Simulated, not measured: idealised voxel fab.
Proc. module: voxel ribs on slabs
Cross-sectional view cut (width: 225 nm; square cell size: 5 nm).
A cross-section in this document is a grid of square cells, and it is written down as bands, the top band listed before the ones below it; a band is made up of one or more rows of cells.
Read a band's entry like this: the first values are the height of its top and the height of its bottom in nm, and what follows is the sequence of materials from left to right, each with its width in nm. Note that "air" is empty space, and that a single material marked "edge to edge" reaches across the band from edge to edge.
Height 0 is the level under which the wafer as received is all one material. The lowest band goes on downwards, as in "0 nm and below".
When a width is written as two numbers, as in "30->40", the first number is the width in the top row of cells of the band and the second is the width in its bottom row, and the width changes by the same amount from each row to the next.
Take "left unchanged" at face value: in the step it is given for, the cross-section changed in none of its cells.
"Cavities, closed" contains a list of empty spaces, each no smaller than 8 cells and without an open way to the top, written in the form width x height at distance with the distance from the left edge and all three in nm.
Post-settings text on a step line: simulator's own remark regarding the step.
overlay nm: on a step with a mask, how far right of its planned place the mask lay; negative means left.
The process steps that were planned are listed below
step 1: RECEIVE | material Si
step 2: DIRECTIONAL_DEP | material SiO2 | thk nm 20
step 3: DIRECTIONAL_DEP | material SiN | thk nm 15
step 4: PATTERN | tone cover | mask id RIB | material resist | width nm 15 | thk nm 20 | overlay nm 0
step 5: DIRECTIONAL_ETCH | etch materials SiN | depth nm 10
step 6: STRIP | etch materials resist
step 7: PATTERN | tone cover | mask id SLAB | material resist | width nm 65 | thk nm 20 | overlay nm 0
step 8: DIRECTIONAL_ETCH | etch materials SiN | depth nm 5
step 9: STRIP | etch materials resist
step 10: FILL_DEP | material SiO2 | thk nm 20
step 11: CMP | height nm 50
step 12: DIRECTIONAL_DEP | material TiN | thk nm 10
step 13: PATTERN | tone cover | mask id HEATER | material resist | width nm 25 | thk nm 15 | overlay nm 0
step 14: DIRECTIONAL_ETCH | etch materials TiN | depth nm 10
step 15: STRIP | etch materials resist
step 16: CONFORMAL_DEP | material SiN | thk nm 10
Wafer at receipt (post step 1), cross-section
- 0 nm and below: Si edge to edge
- Cavities, closed: none
Cross-sectional view of the first of the two wafers upon completion of the module, processed in accordance with the plan
- 70 nm to 60 nm: air 90 nm / SiN 45 nm / air 90 nm
- 60 nm to 50 nm: SiN 100 nm / TiN 25 nm / SiN 100 nm
- 50 nm to 35 nm: SiO2 edge to edge
- 35 nm to 25 nm: SiO2 105 nm / SiN 15 nm / SiO2 105 nm
- 25 nm to 20 nm: SiO2 80 nm / SiN 65 nm / SiO2 80 nm
- 20 nm to 0 nm: SiO2 edge to edge
- 0 nm and below: Si edge to edge
- Cavities, closed: none
Second wafer cross-section at end of module - shared start and plan with the first, one mistake in the run
- 75 nm to 65 nm: air 85 nm / SiN 55 nm / air 85 nm
- 65 nm to 60 nm: SiN edge to edge
- 60 nm to 50 nm: SiN 100 nm / TiN 25 nm / SiN 100 nm
- 50 nm to 35 nm: SiO2 edge to edge
- 35 nm to 25 nm: SiO2 105 nm / SiN 15 nm / SiO2 105 nm
- 25 nm to 20 nm: SiO2 80 nm / SiN 65 nm / SiO2 80 nm
- 20 nm to 0 nm: SiO2 edge to edge
- 0 nm and below: Si edge to edge
- Cavities, closed: none
Finding, execution versus plan: step 16 off recipe, ran as CONFORMAL_DEP | material SiN | thk nm 15
Heads up, by the end the second wafer has more or fewer cells of some materials compared to the first: SiN: 49 more
